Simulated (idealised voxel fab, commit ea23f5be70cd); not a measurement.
The following is a process module called voxel fin reveal.
This is section cut - it's 185 nm across, gridded in 5 nm square cells.
Format of a cross-section: grid, square cells. Given as bands. Order: top down. Band: one or more rows of cells. Heights first: top, then bottom, in nm. Then materials, left to right, each with a width in nm. "throughout" on a single material: fills the band edge to edge. "blank": empty space. Heights are expressed relative to 0, this being the level below which the as-received wafer comprises one material exclusively. The lowest band is unbounded in the downward direction and is denoted as in "top 0, no bottom". The expression "30 to 40" gives the width at the extremes of the band, the first number at its top row of cells and the second at its bottom row, with the width changing by equal amounts from each row to the next in between. Where the words "nothing altered" appear for a step, the cross-section shows no cell changed by that step; every cell remained as before. In "Sealed-off cavities" the enclosed voids are listed, meaning empty spaces of 8 cells or larger without any opening to the top. The form is width x height at distance, distance from the left edge, units nm. Heads up: the bit after the settings on a step's line is the simulator's remark on that step. overlay nm: where the mask lay relative to plan, measured to the right, on steps with a mask; negatives go left.

[Process steps foreseen in the plan]
1: RECEIVE, material Si
2: CONFORMAL_DEP, material SiN, thk nm 10
3: PATTERN, tone cover, mask id FINS, material resist, width nm 15, pitch nm 40, thk nm 20, overlay nm 0
4: DIRECTIONAL_ETCH, etch materials SiN, depth nm 10
5: DIRECTIONAL_ETCH, etch materials Si, depth nm 35
6: STRIP, etch materials resist
7: OXIDIZE, depth nm 5
8: FILL_DEP, material SiO2, thk nm 10
9: CMP, height nm 10
10: SELECTIVE_ETCH, etch materials SiO2, depth nm 30
11: STRIP, etch materials SiN
12: CONFORMAL_DEP, material HfO2, thk nm 5

[The cross-section here shows the wafer as received, i.e. in its state after step 1]
* top 0, no bottom: Si throughout
* Sealed-off cavities: none

[As-planned run: cross-section of the first of two wafers at end of module]
* top 5, bottom 0: 65 blank | 15 HfO2 | 25 blank | 15 HfO2 | 65 blank
* top 0, bottom -15: 65 blank | 5 HfO2 | 5 Si | 5 HfO2 | 25 blank | 5 HfO2 | 5 Si | 5 HfO2 | 65 blank
* top -15, bottom -20: 70 HfO2 | 5 Si | 35 HfO2 | 5 Si | 70 HfO2
* top -20, bottom -40: 70 SiO2 | 5 Si | 35 SiO2 | 5 Si | 70 SiO2
* top -40, no bottom: Si throughout
* Sealed-off cavities: none

[This cross-section belongs to the second wafer of two at the end of the module; the start and the plan were shared with the first, and the run included one mistake]
* top 5, bottom 0: 65 blank | 20 HfO2 | 20 blank | 20 HfO2 | 60 blank
* top 0, bottom -15: 65 blank | 5 HfO2 | 10 Si | 5 HfO2 | 20 blank | 5 HfO2 | 10 Si | 5 HfO2 | 60 blank
* top -15, bottom -20: 70 HfO2 | 10 Si | 30 HfO2 | 10 Si | 65 HfO2
* top -20, bottom -40: 70 SiO2 | 10 Si | 30 SiO2 | 10 Si | 65 SiO2
* top -40, no bottom: Si throughout
* Sealed-off cavities: none
Run error: off-plan run, step 3, actual operation and settings PATTERN, tone cover, mask id FINS, material resist, width nm 20, pitch nm 40, thk nm 20, overlay nm 0
Upon completion, the second wafer contains, in terms of cells, a greater or smaller amount of certain materials than the first wafer: Si +16, SiO2 -8
